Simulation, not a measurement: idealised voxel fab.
process module | voxel lift off
cross-section cut | 205 nm wide | cells 5 nm
A cross-section is a grid of square cells, given in bands from the top down. A band is one or more rows of cells.
Each band's line starts with the height of the band's top and of its bottom, in nm. Then come its materials from left to right, each with its width in nm. One material with "throughout" fills the band from edge to edge. "air" is empty space.
Height 0 is the level under which the wafer as received is all one material. The lowest band goes on downwards, as in "0 down".
A width such as "30 to 40" changes by the same amount from each row of cells to the next, from the band's top row to its bottom row.
"no change" after a step means that no cell of the cross-section changed.
closed voids: empty space of 8 cells or more with no open way to the top, each as width x height at its distance from the left edge, in nm
after a step's settings: what the simulator itself notes on the step
overlay nm, on a step with a mask: how far to the right of its planned place the mask lay; to the left if negative
plan
1 op RECEIVE | material Si
2 op CONFORMAL_DEP | material SiN | thk nm 5
3 op PATTERN | tone open | mask id LINES | material resist | width nm 15 | pitch nm 40 | thk nm 25 | overlay nm 0
4 op DIRECTIONAL_DEP | material Ru | thk nm 15
5 op STRIP | etch materials resist
6 op CONFORMAL_DEP | material SiO2 | thk nm 5
first wafer, as planned
as received, after step 1
  0 down: Si throughout
  closed voids: none
after step 2
  5 to 0: SiN throughout
  below 0: unchanged
after step 3
  30 to 5: resist 75 | air 15 | resist 25 | air 15 | resist 75
  below 5: unchanged
after step 4
  45 to 30: Ru 75 | air 15 | Ru 25 | air 15 | Ru 75
  30 to 20: resist 75 | air 15 | resist 25 | air 15 | resist 75
  20 to 5: resist 75 | Ru 15 | resist 25 | Ru 15 | resist 75
  below 5: unchanged
after step 5
  20 to 5: air 75 | Ru 15 | air 25 | Ru 15 | air 75
  below 5: unchanged
after step 6
  25 to 20: air 70 | SiO2 25 | air 15 | SiO2 25 | air 70
  20 to 10: air 70 | SiO2 5 | Ru 15 | SiO2 5 | air 15 | SiO2 5 | Ru 15 | SiO2 5 | air 70
  10 to 5: SiO2 75 | Ru 15 | SiO2 25 | Ru 15 | SiO2 75
  below 5: unchanged
second wafer: like start, like plan, one mistake. Through step 3 it matches the first wafer
when step 4 should have ended
  45 to 30: SiN 75 | air 15 | SiN 25 | air 15 | SiN 75
  30 to 20: resist 75 | air 15 | resist 25 | air 15 | resist 75
  20 to 5: resist 75 | SiN 15 | resist 25 | SiN 15 | resist 75
  below 5: unchanged
when step 5 should have ended
  20 to 5: air 75 | SiN 15 | air 25 | SiN 15 | air 75
  below 5: unchanged
when step 6 should have ended
  25 to 20: air 70 | SiO2 25 | air 15 | SiO2 25 | air 70
  20 to 10: air 70 | SiO2 5 | SiN 15 | SiO2 5 | air 15 | SiO2 5 | SiN 15 | SiO2 5 | air 70
  10 to 5: SiO2 75 | SiN 15 | SiO2 25 | SiN 15 | SiO2 75
  below 5: unchanged
what went wrong: step 4 ran as: op DIRECTIONAL_DEP | material SiN | thk nm 15
at the end the second wafer has, in cells: 18 fewer of Ru | 18 more of SiN
